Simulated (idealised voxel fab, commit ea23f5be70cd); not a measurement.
Module name: voxel self aligned contacts (process module)
Pictured: cross-section cut, 300 nm wide, on a grid of 5 nm square cells.
Cross-section format: a grid of square cells, given as bands from top to bottom; each band is one or more rows of cells. Basically the band line says how high the top is and how high the bottom is, in nm, and then what's in it from left to right, every material with its width in nm. Empty space shows up as "air", and if a single material carries "everywhere" it runs the full band edge to edge. Heights are expressed relative to 0, this being the level below which the as-received wafer comprises one material exclusively. The lowest band is unbounded in the downward direction and is denoted as in "from 0 down". When a width is written as two numbers, as in "30 to 40", the first number is the width in the top row of cells of the band and the second is the width in its bottom row, and the width changes by the same amount from each row to the next. Given "no modifications" for a step, no cell of the cross-section differs between before and after that step. Entry "Internal closed voids" = empty spaces >= 8 cells with no open way to the top; each as width x height at distance, distance from left edge, all nm. Text after the settings on a step's line: the simulator's own remark on that step. overlay nm: mask offset rightward from planned place, masked step; negative means leftward offset.
-- plan
step 1: RECEIVE,material Si
step 2: OXIDIZE,depth nm 5
step 3: DIRECTIONAL_DEP,material polySi,thk nm 25
step 4: DIRECTIONAL_DEP,material SiN,thk nm 25
step 5: DIRECTIONAL_DEP,material aC,thk nm 10
step 6: PATTERN,tone cover,mask id GATE,material resist,width nm 35,pitch nm 80,thk nm 25,overlay nm 0
step 7: DIRECTIONAL_ETCH,etch materials aC,depth nm 10
step 8: STRIP,etch materials resist
step 9: DIRECTIONAL_ETCH,etch materials SiN,depth nm 25
step 10: DIRECTIONAL_ETCH,etch materials polySi,depth nm 25
step 11: STRIP,etch materials aC
step 12: CONFORMAL_DEP,material SiN,thk nm 10
step 13: DIRECTIONAL_ETCH,etch materials SiN,depth nm 10
step 14: FILL_DEP,material SiO2,thk nm 15
step 15: CMP,height nm 60
step 16: DIRECTIONAL_DEP,material aC,thk nm 10
step 17: PATTERN,tone open,mask id CONTACT,material resist,width nm 65,pitch nm 80,thk nm 25,overlay nm 0
step 18: DIRECTIONAL_ETCH,etch materials aC,depth nm 10
step 19: STRIP,etch materials resist
step 20: DIRECTIONAL_ETCH,etch materials SiO2,depth nm 65
step 21: STRIP,etch materials aC
step 22: CONFORMAL_DEP,material TiN,thk nm 5
step 23: FILL_DEP,material Ru,thk nm 10
step 24: CMP,height nm 60
step 25: CONFORMAL_DEP,material SiN,thk nm 5
-- The first of the two wafers, which ran as planned
-- Cross-section: wafer on arrival = after step 1
  from 0 down  Si everywhere
  Internal closed voids: none
-- Step 2 done - wafer cross-section
  from 0 to -5  SiO2 everywhere
  Whatever lies below -5 is exactly as it was before.
-- Step 3 done - wafer cross-section
  from 25 to 0  polySi everywhere
  Whatever lies below 0 is exactly as it was before.
-- Step 4 done - wafer cross-section
  from 50 to 25  SiN everywhere
  Whatever lies below 25 is exactly as it was before.
-- Step 5 done - wafer cross-section
  from 60 to 50  aC everywhere
  Whatever lies below 50 is exactly as it was before.
-- Step 6 done - wafer cross-section
  from 85 to 60  50 air; 35 resist; 45 air; 35 resist; 45 air; 35 resist; 55 air
  Whatever lies below 60 is exactly as it was before.
-- Step 7 done - wafer cross-section
  from 75 to 60  50 air; 35 resist; 45 air; 35 resist; 45 air; 35 resist; 55 air
  from 60 to 50  50 air; 35 aC; 45 air; 35 aC; 45 air; 35 aC; 55 air
  Whatever lies below 50 is exactly as it was before.
-- Step 8 done - wafer cross-section
  from 60 to 50  50 air; 35 aC; 45 air; 35 aC; 45 air; 35 aC; 55 air
  Whatever lies below 50 is exactly as it was before.
-- Step 9 done - wafer cross-section
  from 60 to 50  50 air; 35 aC; 45 air; 35 aC; 45 air; 35 aC; 55 air
  from 50 to 25  50 air; 35 SiN; 45 air; 35 SiN; 45 air; 35 SiN; 55 air
  Whatever lies below 25 is exactly as it was before.
-- Step 10 done - wafer cross-section
  from 60 to 50  50 air; 35 aC; 45 air; 35 aC; 45 air; 35 aC; 55 air
  from 50 to 25  50 air; 35 SiN; 45 air; 35 SiN; 45 air; 35 SiN; 55 air
  from 25 to 0  50 air; 35 polySi; 45 air; 35 polySi; 45 air; 35 polySi; 55 air
  Whatever lies below 0 is exactly as it was before.
-- Step 11 done - wafer cross-section
  from 50 to 25  50 air; 35 SiN; 45 air; 35 SiN; 45 air; 35 SiN; 55 air
  Whatever lies below 25 is exactly as it was before.
-- Step 12 done - wafer cross-section
  from 60 to 25  40 air; 55 SiN; 25 air; 55 SiN; 25 air; 55 SiN; 45 air
  from 25 to 10  40 air; 10 SiN; 35 polySi; 10 SiN; 25 air; 10 SiN; 35 polySi; 10 SiN; 25 air; 10 SiN; 35 polySi; 10 SiN; 45 air
  from 10 to 0  50 SiN; 35 polySi; 45 SiN; 35 polySi; 45 SiN; 35 polySi; 55 SiN
  Whatever lies below 0 is exactly as it was before.
-- Step 13 done - wafer cross-section
  from 50 to 25  40 air; 55 SiN; 25 air; 55 SiN; 25 air; 55 SiN; 45 air
  from 25 to 0  40 air; 10 SiN; 35 polySi; 10 SiN; 25 air; 10 SiN; 35 polySi; 10 SiN; 25 air; 10 SiN; 35 polySi; 10 SiN; 45 air
  Whatever lies below 0 is exactly as it was before.
-- Step 14 done - wafer cross-section
  from 65 to 50  SiO2 everywhere
  from 50 to 25  40 SiO2; 55 SiN; 25 SiO2; 55 SiN; 25 SiO2; 55 SiN; 45 SiO2
  from 25 to 0  40 SiO2; 10 SiN; 35 polySi; 10 SiN; 25 SiO2; 10 SiN; 35 polySi; 10 SiN; 25 SiO2; 10 SiN; 35 polySi; 10 SiN; 45 SiO2
  Whatever lies below 0 is exactly as it was before.
-- Step 15 done - wafer cross-section
  from 60 to 50  SiO2 everywhere
  Whatever lies below 50 is exactly as it was before.
-- Step 16 done - wafer cross-section
  from 70 to 60  aC everywhere
  Whatever lies below 60 is exactly as it was before.
-- Step 17 done - wafer cross-section
  from 95 to 70  75 resist; 65 air; 15 resist; 65 air; 80 resist
  Whatever lies below 70 is exactly as it was before.
-- Step 18 done - wafer cross-section
  from 85 to 70  75 resist; 65 air; 15 resist; 65 air; 80 resist
  from 70 to 60  75 aC; 65 air; 15 aC; 65 air; 80 aC
  Whatever lies below 60 is exactly as it was before.
-- Step 19 done - wafer cross-section
  from 70 to 60  75 aC; 65 air; 15 aC; 65 air; 80 aC
  Whatever lies below 60 is exactly as it was before.
-- Step 20 done - wafer cross-section
  from 70 to 60  75 aC; 65 air; 15 aC; 65 air; 80 aC
  from 60 to 50  75 SiO2; 65 air; 15 SiO2; 65 air; 80 SiO2
  from 50 to 25  40 SiO2; 55 SiN; 25 air; 55 SiN; 25 air; 55 SiN; 45 SiO2
  from 25 to 0  40 SiO2; 10 SiN; 35 polySi; 10 SiN; 25 air; 10 SiN; 35 polySi; 10 SiN; 25 air; 10 SiN; 35 polySi; 10 SiN; 45 SiO2
  from 0 to -5  95 SiO2; 25 air; 55 SiO2; 25 air; 100 SiO2
  Whatever lies below -5 is exactly as it was before.
-- Step 21 done - wafer cross-section
  from 60 to 50  75 SiO2; 65 air; 15 SiO2; 65 air; 80 SiO2
  Whatever lies below 50 is exactly as it was before.
-- Step 22 done - wafer cross-section
  from 65 to 60  80 TiN; 55 air; 25 TiN; 55 air; 85 TiN
  from 60 to 50  75 SiO2; 5 to 25 TiN; 55 to 15 air; 5 to 25 TiN; 15 SiO2; 5 to 25 TiN; 55 to 15 air; 5 to 25 TiN; 80 SiO2
  from 50 to 25  40 SiO2; 55 SiN; 5 TiN; 15 air; 5 TiN; 55 SiN; 5 TiN; 15 air; 5 TiN; 55 SiN; 45 SiO2
  from 25 to 0  40 SiO2; 10 SiN; 35 polySi; 10 SiN; 5 TiN; 15 air; 5 TiN; 10 SiN; 35 polySi; 10 SiN; 5 TiN; 15 air; 5 TiN; 10 SiN; 35 polySi; 10 SiN; 45 SiO2
  from 0 to -5  95 SiO2; 25 TiN; 55 SiO2; 25 TiN; 100 SiO2
  Whatever lies below -5 is exactly as it was before.
-- Step 23 done - wafer cross-section
  from 75 to 65  Ru everywhere
  from 65 to 60  80 TiN; 55 Ru; 25 TiN; 55 Ru; 85 TiN
  from 60 to 50  75 SiO2; 5 to 25 TiN; 55 to 15 Ru; 5 to 25 TiN; 15 SiO2; 5 to 25 TiN; 55 to 15 Ru; 5 to 25 TiN; 80 SiO2
  from 50 to 25  40 SiO2; 55 SiN; 5 TiN; 15 Ru; 5 TiN; 55 SiN; 5 TiN; 15 Ru; 5 TiN; 55 SiN; 45 SiO2
  from 25 to 0  40 SiO2; 10 SiN; 35 polySi; 10 SiN; 5 TiN; 15 Ru; 5 TiN; 10 SiN; 35 polySi; 10 SiN; 5 TiN; 15 Ru; 5 TiN; 10 SiN; 35 polySi; 10 SiN; 45 SiO2
  Whatever lies below 0 is exactly as it was before.
-- Step 24 done - wafer cross-section
  from 60 to 50  75 SiO2; 5 to 25 TiN; 55 to 15 Ru; 5 to 25 TiN; 15 SiO2; 5 to 25 TiN; 55 to 15 Ru; 5 to 25 TiN; 80 SiO2
  Whatever lies below 50 is exactly as it was before.
-- Step 25 done - wafer cross-section
  from 65 to 60  SiN everywhere
  Whatever lies below 60 is exactly as it was before.
-- Here the second wafer is described. Its start and its plan were those of the first wafer. Its run contained one mistake. Up to and including step 3, it did exactly what the first wafer did
-- Second wafer, cross-section, planned end of step 4
  from 75 to 25  SiN everywhere
  Whatever lies below 25 is exactly as it was before.
-- Second wafer, cross-section, planned end of step 5
  from 85 to 75  aC everywhere
  Whatever lies below 75 is exactly as it was before.
-- Second wafer, cross-section, planned end of step 6
  from 110 to 85  50 air; 35 resist; 45 air; 35 resist; 45 air; 35 resist; 55 air
  Whatever lies below 85 is exactly as it was before.
-- Second wafer, cross-section, planned end of step 7
  from 100 to 85  50 air; 35 resist; 45 air; 35 resist; 45 air; 35 resist; 55 air
  from 85 to 75  50 air; 35 aC; 45 air; 35 aC; 45 air; 35 aC; 55 air
  Whatever lies below 75 is exactly as it was before.
-- Second wafer, cross-section, planned end of step 8
  from 85 to 75  50 air; 35 aC; 45 air; 35 aC; 45 air; 35 aC; 55 air
  Whatever lies below 75 is exactly as it was before.
-- Second wafer, cross-section, planned end of step 9
  from 85 to 75  50 air; 35 aC; 45 air; 35 aC; 45 air; 35 aC; 55 air
  from 75 to 50  50 air; 35 SiN; 45 air; 35 SiN; 45 air; 35 SiN; 55 air
  Whatever lies below 50 is exactly as it was before.
Second wafer, cross-section, planned end of step 10: no modifications
-- Second wafer, cross-section, planned end of step 11
  from 75 to 50  50 air; 35 SiN; 45 air; 35 SiN; 45 air; 35 SiN; 55 air
  Whatever lies below 50 is exactly as it was before.
-- Second wafer, cross-section, planned end of step 12
  from 85 to 60  40 air; 55 SiN; 25 air; 55 SiN; 25 air; 55 SiN; 45 air
  from 60 to 25  SiN everywhere
  Whatever lies below 25 is exactly as it was before.
-- Second wafer, cross-section, planned end of step 13
  from 75 to 50  40 air; 55 SiN; 25 air; 55 SiN; 25 air; 55 SiN; 45 air
  Whatever lies below 50 is exactly as it was before.
-- Second wafer, cross-section, planned end of step 14
  from 90 to 75  SiO2 everywhere
  from 75 to 50  40 SiO2; 55 SiN; 25 SiO2; 55 SiN; 25 SiO2; 55 SiN; 45 SiO2
  Whatever lies below 50 is exactly as it was before.
-- Second wafer, cross-section, planned end of step 15
  from 60 to 50  40 SiO2; 55 SiN; 25 SiO2; 55 SiN; 25 SiO2; 55 SiN; 45 SiO2
  Whatever lies below 50 is exactly as it was before.
-- Second wafer, cross-section, planned end of step 16
  from 70 to 60  aC everywhere
  Whatever lies below 60 is exactly as it was before.
-- Second wafer, cross-section, planned end of step 17
  from 95 to 70  75 resist; 65 air; 15 resist; 65 air; 80 resist
  Whatever lies below 70 is exactly as it was before.
-- Second wafer, cross-section, planned end of step 18
  from 85 to 70  75 resist; 65 air; 15 resist; 65 air; 80 resist
  from 70 to 60  75 aC; 65 air; 15 aC; 65 air; 80 aC
  Whatever lies below 60 is exactly as it was before.
-- Second wafer, cross-section, planned end of step 19
  from 70 to 60  75 aC; 65 air; 15 aC; 65 air; 80 aC
  Whatever lies below 60 is exactly as it was before.
-- Second wafer, cross-section, planned end of step 20
  from 70 to 60  75 aC; 65 air; 15 aC; 65 air; 80 aC
  from 60 to 50  40 SiO2; 55 SiN; 25 air; 55 SiN; 25 air; 55 SiN; 45 SiO2
  Whatever lies below 50 is exactly as it was before.
-- Second wafer, cross-section, planned end of step 21
  from 60 to 50  40 SiO2; 55 SiN; 25 air; 55 SiN; 25 air; 55 SiN; 45 SiO2
  Whatever lies below 50 is exactly as it was before.
-- Second wafer, cross-section, planned end of step 22
  from 65 to 60  100 TiN; 15 air; 65 TiN; 15 air; 105 TiN
  from 60 to 55  40 SiO2; 55 SiN; 5 TiN; 15 air; 5 TiN; 55 SiN; 5 TiN; 15 air; 5 TiN; 55 SiN; 45 SiO2
  from 55 to 50  40 SiO2; 55 SiN; 25 TiN; 55 SiN; 25 TiN; 55 SiN; 45 SiO2
  Whatever lies below 50 is exactly as it was before.
-- Second wafer, cross-section, planned end of step 23
  from 75 to 65  Ru everywhere
  from 65 to 60  100 TiN; 15 Ru; 65 TiN; 15 Ru; 105 TiN
  from 60 to 55  40 SiO2; 55 SiN; 5 TiN; 15 Ru; 5 TiN; 55 SiN; 5 TiN; 15 Ru; 5 TiN; 55 SiN; 45 SiO2
  Whatever lies below 55 is exactly as it was before.
-- Second wafer, cross-section, planned end of step 24
  from 60 to 55  40 SiO2; 55 SiN; 5 TiN; 15 Ru; 5 TiN; 55 SiN; 5 TiN; 15 Ru; 5 TiN; 55 SiN; 45 SiO2
  Whatever lies below 55 is exactly as it was before.
-- Second wafer, cross-section, planned end of step 25
  from 65 to 60  SiN everywhere
  Whatever lies below 60 is exactly as it was before.
The mistake made against the process plan was this: execution of plan step 4 occurred twice
Final wafer comparison in cells, second versus first, more or fewer per material: Ru: 82 fewer; SiN: 141 more; SiO2: 194 fewer; TiN: 60 fewer; polySi: 195 more
